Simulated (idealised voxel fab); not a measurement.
process module | voxel quadruple lines
cross-section cut | 225 nm wide | cells 5 nm
A cross-section is a grid of square cells, given in bands from the top down. A band is one or more rows of cells.
Each band's line starts with the height of the band's top and of its bottom, in nm. Then come its materials from left to right, each with its width in nm. One material with "throughout" fills the band from edge to edge. "air" is empty space.
Height 0 is the level under which the wafer as received is all one material. The lowest band goes on downwards, as in "0 down".
A width such as "30 to 40" changes by the same amount from each row of cells to the next, from the band's top row to its bottom row.
"no change" after a step means that no cell of the cross-section changed.
closed voids: empty space of 8 cells or more with no open way to the top, each as width x height at its distance from the left edge, in nm
after a step's settings: what the simulator itself notes on the step
overlay nm, on a step with a mask: how far to the right of its planned place the mask lay; to the left if negative
plan
1 op RECEIVE | material Si
2 op CONFORMAL_DEP | material SiO2 | thk nm 10
3 op DIRECTIONAL_DEP | material TiN | thk nm 10
4 op DIRECTIONAL_DEP | material polySi | thk nm 20
5 op DIRECTIONAL_DEP | material aC | thk nm 20
6 op PATTERN | tone cover | mask id MANDREL | material resist | width nm 30 | thk nm 30 | overlay nm 0
7 op DIRECTIONAL_ETCH | etch materials aC | depth nm 20
8 op STRIP | etch materials resist
9 op CONFORMAL_DEP | material SiO2 | thk nm 10
10 op DIRECTIONAL_ETCH | etch materials SiO2 | depth nm 10
11 op STRIP | etch materials aC
12 op DIRECTIONAL_ETCH | etch materials polySi | depth nm 20
13 op STRIP | etch materials SiO2
14 op CONFORMAL_DEP | material SiN | thk nm 10
15 op DIRECTIONAL_ETCH | etch materials SiN | depth nm 10
16 op STRIP | etch materials polySi
17 op DIRECTIONAL_ETCH | etch materials TiN | depth nm 10
18 op STRIP | etch materials SiN
19 op FILL_DEP | material lowk | thk nm 10
20 op CMP | height nm 20
as received, after step 1
  0 down: Si throughout
  closed voids: none
a wafer at the end: this start, this plan, one mistake
  20 to 10: lowk 80 | TiN 10 | lowk 10 | TiN 20 | lowk 10 | TiN 10 | lowk 85
  10 to 0: SiO2 throughout
  0 down: Si throughout
  closed voids: none
what went wrong: step 6 ran as: op PATTERN | tone cover | mask id MANDREL | material resist | width nm 20 | thk nm 30 | overlay nm 0
